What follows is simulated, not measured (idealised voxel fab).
Name of the process module below: voxel capacitor over wiring
Displayed cross-section: cut, width of 255 nm, square cells sized 5 nm.
Notation: cross-section as square-cell grid; stated in bands, top first, going down; one or more cell rows per band. What a band's entry tells you: where the top is and where the bottom is, as heights in nm, and after that what lies inside, material by material from left to right, each with its width in nm. Empty space is written as the word "blank", and a single material marked with the word "edge to edge" occupies the band from edge to edge. A quick word on heights: they are counted from 0, and under that level the wafer as it came to us is one material throughout. The lowest band is different from the rest in having no bottom; it simply continues downward, written as in "0 and below". The notation "30 to 40" denotes a width that varies across the rows of cells in the band, beginning at the first number in the top row, finishing at the second number in the bottom row, and changing by an identical amount from each row to the next. "no alterations made", as given for a step, is the statement that not any cell of the cross-section underwent a change during that step. "Completely sealed voids" - sealed voids, min. 8 cells, no opening to top; format: width x height at distance (distance from left edge; nm throughout). Where a step's line continues beyond its settings, the continuation is a remark by the simulator itself on that step. overlay nm: mask offset rightward from planned place, masked step; negative means leftward offset.
Process steps foreseen in the plan
1) RECEIVE,material Si
2) CONFORMAL_DEP,material SiO2,thk nm 15
3) DIRECTIONAL_DEP,material TiN,thk nm 5
4) DIRECTIONAL_DEP,material W,thk nm 15
5) PATTERN,tone cover,mask id METAL_1,material resist,width nm 20,pitch nm 70,thk nm 15,overlay nm 0
6) DIRECTIONAL_ETCH,etch materials W,depth nm 15
7) DIRECTIONAL_ETCH,etch materials TiN,depth nm 5
8) STRIP,etch materials resist
9) CONFORMAL_DEP,material SiN,thk nm 5
10) FILL_DEP,material lowk,thk nm 10
11) CMP,height nm 35
12) CONFORMAL_DEP,material SiCN,thk nm 5
13) DIRECTIONAL_DEP,material lowk,thk nm 20
14) DIRECTIONAL_DEP,material aC,thk nm 10
15) PATTERN,tone open,mask id PLUG_1,material resist,width nm 15,thk nm 25,overlay nm 0
16) DIRECTIONAL_ETCH,etch materials aC,depth nm 10
17) STRIP,etch materials resist
18) DIRECTIONAL_ETCH,etch materials lowk,depth nm 20
19) DIRECTIONAL_ETCH,etch materials SiCN,depth nm 5
20) STRIP,etch materials aC
21) CONFORMAL_DEP,material TiN,thk nm 5
22) FILL_DEP,material Ru,thk nm 10
23) CMP,height nm 60
24) DIRECTIONAL_DEP,material TiN,thk nm 10
25) DIRECTIONAL_DEP,material SiN,thk nm 5
26) DIRECTIONAL_DEP,material TiN,thk nm 5
27) PATTERN,tone cover,mask id UPPER_PLATE,material resist,width nm 55,thk nm 20,overlay nm 0
28) DIRECTIONAL_ETCH,etch materials TiN,depth nm 5
29) DIRECTIONAL_ETCH,etch materials SiN,depth nm 5
30) STRIP,etch materials resist
31) MASKED_ETCH,tone cover,mask id LOWER_PLATE,width nm 65,etch materials TiN,depth nm 10,overlay nm 0
32) FILL_DEP,material SiO2,thk nm 15
33) CMP,height nm 90
34) DIRECTIONAL_DEP,material aC,thk nm 15
35) PATTERN,tone open,mask id PLUG_2,material resist,width nm 15,thk nm 30,overlay nm 0
36) DIRECTIONAL_ETCH,etch materials aC,depth nm 15
37) STRIP,etch materials resist
38) DIRECTIONAL_ETCH,etch materials SiO2,depth nm 10
39) STRIP,etch materials aC
40) CONFORMAL_DEP,material TiN,thk nm 5
41) FILL_DEP,material Ru,thk nm 5
42) CMP,height nm 90
43) CONFORMAL_DEP,material SiCN,thk nm 5
Wafer cross-section on receipt, i.e. after step 1
  0 and below  Si edge to edge
  Completely sealed voids: none
End-of-module cross-section of the first of two wafers, processed as planned
  95 down to 90  SiCN edge to edge
  90 down to 85  95 of SiO2, then 5 of TiN, then 5 of Ru, then 5 of TiN, then 145 of SiO2
  85 down to 75  95 to 85 of SiO2, then 15 to 55 of TiN, then 145 to 115 of SiO2
  75 down to 70  85 of SiO2, then 55 of SiN, then 115 of SiO2
  70 down to 60  80 of SiO2, then 65 of TiN, then 110 of SiO2
  60 down to 40  85 of lowk, then 5 of TiN, then 5 of Ru, then 5 of TiN, then 155 of lowk
  40 down to 35  85 of SiCN, then 15 of TiN, then 155 of SiCN
  35 down to 20  75 of lowk, then 5 of SiN, then 20 of W, then 5 of SiN, then 40 of lowk, then 5 of SiN, then 20 of W, then 5 of SiN, then 80 of lowk
  20 down to 15  80 of SiN, then 20 of TiN, then 50 of SiN, then 20 of TiN, then 85 of SiN
  15 down to 0  SiO2 edge to edge
  0 and below  Si edge to edge
  Completely sealed voids: none
What the second wafer looks like in cross-section once the module is done. Its start and its plan matched the first wafer's exactly; what differed was one mistake in how it was run
  95 down to 90  SiCN edge to edge
  90 down to 85  95 of SiO2, then 5 of TiN, then 5 of Ru, then 5 of TiN, then 145 of SiO2
  85 down to 75  95 to 90 of SiO2, then 15 to 50 of TiN, then 145 to 115 of SiO2
  75 down to 70  85 of SiO2, then 55 of SiN, then 115 of SiO2
  70 down to 60  85 of SiO2, then 70 of TiN, then 100 of SiO2
  60 down to 40  85 of lowk, then 5 of TiN, then 5 of Ru, then 5 of TiN, then 155 of lowk
  40 down to 35  85 of SiCN, then 15 of TiN, then 155 of SiCN
  35 down to 20  75 of lowk, then 5 of SiN, then 20 of W, then 5 of SiN, then 40 of lowk, then 5 of SiN, then 20 of W, then 5 of SiN, then 80 of lowk
  20 down to 15  80 of SiN, then 20 of TiN, then 50 of SiN, then 20 of TiN, then 85 of SiN
  15 down to 0  SiO2 edge to edge
  0 and below  Si edge to edge
  Completely sealed voids: none
It is concluded that the wafer was processed incorrectly with respect to the plan, in that contrary to plan, step 31 was performed as MASKED_ETCH,tone cover,mask id LOWER_PLATE,width nm 65,etch materials TiN,depth nm 10,overlay nm 10
Final wafer comparison in cells, second versus first, more or fewer per material: SiO2: 1 fewer; TiN: 1 more
